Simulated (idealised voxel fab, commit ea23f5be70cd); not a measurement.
process module | voxel trench capacitor
cross-section cut | 280 nm wide | cells 5 nm
A cross-section is a grid of square cells, given in bands from the top down. A band is one or more rows of cells.
Each band's line starts with the height of the band's top and of its bottom, in nm. Then come its materials from left to right, each with its width in nm. One material with "throughout" fills the band from edge to edge. "air" is empty space.
Height 0 is the level under which the wafer as received is all one material. The lowest band goes on downwards, as in "0 down".
A width such as "30 to 40" changes by the same amount from each row of cells to the next, from the band's top row to its bottom row.
"no change" after a step means that no cell of the cross-section changed.
closed voids: empty space of 8 cells or more with no open way to the top, each as width x height at its distance from the left edge, in nm
after a step's settings: what the simulator itself notes on the step
overlay nm, on a step with a mask: how far to the right of its planned place the mask lay; to the left if negative
plan
1 op RECEIVE | material Si
2 op CONFORMAL_DEP | material SiN | thk nm 10
3 op DIRECTIONAL_DEP | material aC | thk nm 15
4 op PATTERN | tone open | mask id TRENCH | material resist | width nm 30 | pitch nm 45 | thk nm 35 | overlay nm 0
5 op DIRECTIONAL_ETCH | etch materials aC | depth nm 15
6 op STRIP | etch materials resist
7 op DIRECTIONAL_ETCH | etch materials SiN | depth nm 10
8 op DIRECTIONAL_ETCH | etch materials Si | depth nm 20
9 op STRIP | etch materials aC
10 op CONFORMAL_DEP | material HfO2 | thk nm 5
11 op CONFORMAL_DEP | material TiN | thk nm 5
12 op FILL_DEP | material W | thk nm 10
13 op CMP | height nm 10
varied across the wafers: depth nm of step 8. The plan shows the first wafer's value. All wafers start alike
first wafer as received, after step 1
  0 down: Si throughout
  closed voids: none
each wafer at the end: cells of each material gained (+) or lost (-) since it was received, then its closed voids
depth nm 20 | +32 HfO2 | -48 Si | +88 SiN | +24 TiN | +16 W | closed voids: none
depth nm 25 | +36 HfO2 | -60 Si | +88 SiN | +28 TiN | +20 W | closed voids: none
depth nm 30 | +40 HfO2 | -72 Si | +88 SiN | +32 TiN | +24 W | closed voids: none
depth nm 35 | +44 HfO2 | -84 Si | +88 SiN | +36 TiN | +28 W | closed voids: none
depth nm 40 | +48 HfO2 | -96 Si | +88 SiN | +40 TiN | +32 W | closed voids: none
depth nm 45 | +52 HfO2 | -108 Si | +88 SiN | +44 TiN | +36 W | closed voids: none
